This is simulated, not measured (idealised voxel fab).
Title: Process Module voxel double patterning
In the cross-section labelled cut, the width is 190 nm and each square cell is 5 nm.
For the purposes of this document, a cross-section shall be understood as a grid of square cells, specified as bands listed in top-to-bottom order, each band consisting of one or more rows of cells.
Band: top height; bottom height; in nm. Then, left to right: material with width in nm, for each material. "all across": a single material spanning edge to edge. "air": empty space.
The level at which height equals 0 is the one under which the wafer, as it arrives, is entirely one material. No lower edge exists for the bottom band, which continues downward and is notated as in "from 0 down".
Graded width ("30->40"): value in top row of band = first number; value in bottom row = second number; row-to-row change constant.
"nothing changed", as given for a step, is the statement that not any cell of the cross-section underwent a change during that step.
For the entry "Enclosed cavities", the listed items are empty spaces with no open way to the top whose size is 8 cells or more; each item follows the pattern width x height at distance, where distance is from the left edge and all three are in nm.
after a step's settings: what the simulator itself notes on the step
If you see "overlay nm" on a step's line and that step has a mask, it's telling you how far right of where it was planned the mask ended up; a negative number means it went left instead.

PROCESS STEPS (PLANNED)
1: op RECEIVE | material Si
2: op CONFORMAL_DEP | material SiO2 | thk nm 5
3: op DIRECTIONAL_DEP | material W | thk nm 10
4: op DIRECTIONAL_DEP | material SiN | thk nm 5
5: op DIRECTIONAL_DEP | material aC | thk nm 15
6: op PATTERN | tone open | mask id FIRST | material resist | width nm 15 | pitch nm 50 | thk nm 30 | overlay nm 0
7: op DIRECTIONAL_ETCH | etch materials aC | depth nm 15
8: op STRIP | etch materials resist
9: op DIRECTIONAL_ETCH | etch materials SiN | depth nm 5
10: op STRIP | etch materials aC
11: op PATTERN | tone open | mask id SECOND | material resist | width nm 15 | pitch nm 50 | thk nm 20 | overlay nm 0
12: op DIRECTIONAL_ETCH | etch materials SiN | depth nm 5
13: op STRIP | etch materials resist
14: op DIRECTIONAL_ETCH | etch materials W | depth nm 10
15: op STRIP | etch materials SiN

FIRST OF TWO WAFERS: RUN AS PLANNED

CROSS-SECTIONAL VIEW OF THE WAFER IN ITS AS-RECEIVED CONDITION, CORRESPONDING TO THE STATE AFTER STEP 1
    from 0 down: Si all across
    Enclosed cavities: none

CROSS-SECTIONAL REPRESENTATION OF THE WAFER AT THE CONCLUSION OF STEP 2
    from 5 to 0: SiO2 all across
    Below 0, no change.

CROSS-SECTIONAL REPRESENTATION OF THE WAFER AT THE CONCLUSION OF STEP 3
    from 15 to 5: W all across
    Below 5, no change.

CROSS-SECTIONAL REPRESENTATION OF THE WAFER AT THE CONCLUSION OF STEP 4
    from 20 to 15: SiN all across
    Below 15, no change.

CROSS-SECTIONAL REPRESENTATION OF THE WAFER AT THE CONCLUSION OF STEP 5
    from 35 to 20: aC all across
    Below 20, no change.

CROSS-SECTIONAL REPRESENTATION OF THE WAFER AT THE CONCLUSION OF STEP 6
    from 65 to 35: resist (35); air (15); resist (35); air (15); resist (35); air (15); resist (40)
    Below 35, no change.

CROSS-SECTIONAL REPRESENTATION OF THE WAFER AT THE CONCLUSION OF STEP 7
    from 50 to 35: resist (35); air (15); resist (35); air (15); resist (35); air (15); resist (40)
    from 35 to 20: aC (35); air (15); aC (35); air (15); aC (35); air (15); aC (40)
    Below 20, no change.

CROSS-SECTIONAL REPRESENTATION OF THE WAFER AT THE CONCLUSION OF STEP 8
    from 35 to 20: aC (35); air (15); aC (35); air (15); aC (35); air (15); aC (40)
    Below 20, no change.

CROSS-SECTIONAL REPRESENTATION OF THE WAFER AT THE CONCLUSION OF STEP 9
    from 35 to 20: aC (35); air (15); aC (35); air (15); aC (35); air (15); aC (40)
    from 20 to 15: SiN (35); air (15); SiN (35); air (15); SiN (35); air (15); SiN (40)
    Below 15, no change.

CROSS-SECTIONAL REPRESENTATION OF THE WAFER AT THE CONCLUSION OF STEP 10
    from 20 to 15: SiN (35); air (15); SiN (35); air (15); SiN (35); air (15); SiN (40)
    Below 15, no change.

CROSS-SECTIONAL REPRESENTATION OF THE WAFER AT THE CONCLUSION OF STEP 11
    from 40 to 20: resist (60); air (15); resist (35); air (15); resist (65)
    from 20 to 15: SiN (35); resist (15); SiN (35); resist (15); SiN (35); resist (15); SiN (40)
    Below 15, no change.

CROSS-SECTIONAL REPRESENTATION OF THE WAFER AT THE CONCLUSION OF STEP 12
    from 40 to 20: resist (60); air (15); resist (35); air (15); resist (65)
    from 20 to 15: SiN (35); resist (15); SiN (10); air (15); SiN (10); resist (15); SiN (10); air (15); SiN (10); resist (15); SiN (40)
    Below 15, no change.

CROSS-SECTIONAL REPRESENTATION OF THE WAFER AT THE CONCLUSION OF STEP 13
    from 20 to 15: SiN (35); air (15); SiN (10); air (15); SiN (10); air (15); SiN (10); air (15); SiN (10); air (15); SiN (40)
    Below 15, no change.

CROSS-SECTIONAL REPRESENTATION OF THE WAFER AT THE CONCLUSION OF STEP 14
    from 20 to 15: SiN (35); air (15); SiN (10); air (15); SiN (10); air (15); SiN (10); air (15); SiN (10); air (15); SiN (40)
    from 15 to 5: W (35); air (15); W (10); air (15); W (10); air (15); W (10); air (15); W (10); air (15); W (40)
    Below 5, no change.

CROSS-SECTIONAL REPRESENTATION OF THE WAFER AT THE CONCLUSION OF STEP 15
    from 15 to 5: W (35); air (15); W (10); air (15); W (10); air (15); W (10); air (15); W (10); air (15); W (40)
    Below 5, no change.

WAFER TWO: LIKE WAFER ONE IN START AND PLAN, BUT WITH ONE MISTAKE IN EXECUTION; IDENTICAL UP TO AND INCLUDING STEP 1

The second wafer in cross-section, at the planned close of step 2: nothing changed

THE SECOND WAFER IN CROSS-SECTION, AT THE PLANNED CLOSE OF STEP 3
    from 10 to 0: W all across
    Below 0, no change.

THE SECOND WAFER IN CROSS-SECTION, AT THE PLANNED CLOSE OF STEP 4
    from 15 to 10: SiN all across
    Below 10, no change.

THE SECOND WAFER IN CROSS-SECTION, AT THE PLANNED CLOSE OF STEP 5
    from 30 to 15: aC all across
    Below 15, no change.

THE SECOND WAFER IN CROSS-SECTION, AT THE PLANNED CLOSE OF STEP 6
    from 60 to 30: resist (35); air (15); resist (35); air (15); resist (35); air (15); resist (40)
    Below 30, no change.

THE SECOND WAFER IN CROSS-SECTION, AT THE PLANNED CLOSE OF STEP 7
    from 45 to 30: resist (35); air (15); resist (35); air (15); resist (35); air (15); resist (40)
    from 30 to 15: aC (35); air (15); aC (35); air (15); aC (35); air (15); aC (40)
    Below 15, no change.

THE SECOND WAFER IN CROSS-SECTION, AT THE PLANNED CLOSE OF STEP 8
    from 30 to 15: aC (35); air (15); aC (35); air (15); aC (35); air (15); aC (40)
    Below 15, no change.

THE SECOND WAFER IN CROSS-SECTION, AT THE PLANNED CLOSE OF STEP 9
    from 30 to 15: aC (35); air (15); aC (35); air (15); aC (35); air (15); aC (40)
    from 15 to 10: SiN (35); air (15); SiN (35); air (15); SiN (35); air (15); SiN (40)
    Below 10, no change.

THE SECOND WAFER IN CROSS-SECTION, AT THE PLANNED CLOSE OF STEP 10
    from 15 to 10: SiN (35); air (15); SiN (35); air (15); SiN (35); air (15); SiN (40)
    Below 10, no change.

THE SECOND WAFER IN CROSS-SECTION, AT THE PLANNED CLOSE OF STEP 11
    from 35 to 15: resist (60); air (15); resist (35); air (15); resist (65)
    from 15 to 10: SiN (35); resist (15); SiN (35); resist (15); SiN (35); resist (15); SiN (40)
    Below 10, no change.

THE SECOND WAFER IN CROSS-SECTION, AT THE PLANNED CLOSE OF STEP 12
    from 35 to 15: resist (60); air (15); resist (35); air (15); resist (65)
    from 15 to 10: SiN (35); resist (15); SiN (10); air (15); SiN (10); resist (15); SiN (10); air (15); SiN (10); resist (15); SiN (40)
    Below 10, no change.

THE SECOND WAFER IN CROSS-SECTION, AT THE PLANNED CLOSE OF STEP 13
    from 15 to 10: SiN (35); air (15); SiN (10); air (15); SiN (10); air (15); SiN (10); air (15); SiN (10); air (15); SiN (40)
    Below 10, no change.

THE SECOND WAFER IN CROSS-SECTION, AT THE PLANNED CLOSE OF STEP 14
    from 15 to 10: SiN (35); air (15); SiN (10); air (15); SiN (10); air (15); SiN (10); air (15); SiN (10); air (15); SiN (40)
    from 10 to 0: W (35); air (15); W (10); air (15); W (10); air (15); W (10); air (15); W (10); air (15); W (40)
    Below 0, no change.

THE SECOND WAFER IN CROSS-SECTION, AT THE PLANNED CLOSE OF STEP 15
    from 10 to 0: W (35); air (15); W (10); air (15); W (10); air (15); W (10); air (15); W (10); air (15); W (40)
    Below 0, no change.
What went wrong in running the wafer? skipped: plan step 2 (never run)
at the end the second wafer has, in cells: 38 fewer of SiO2
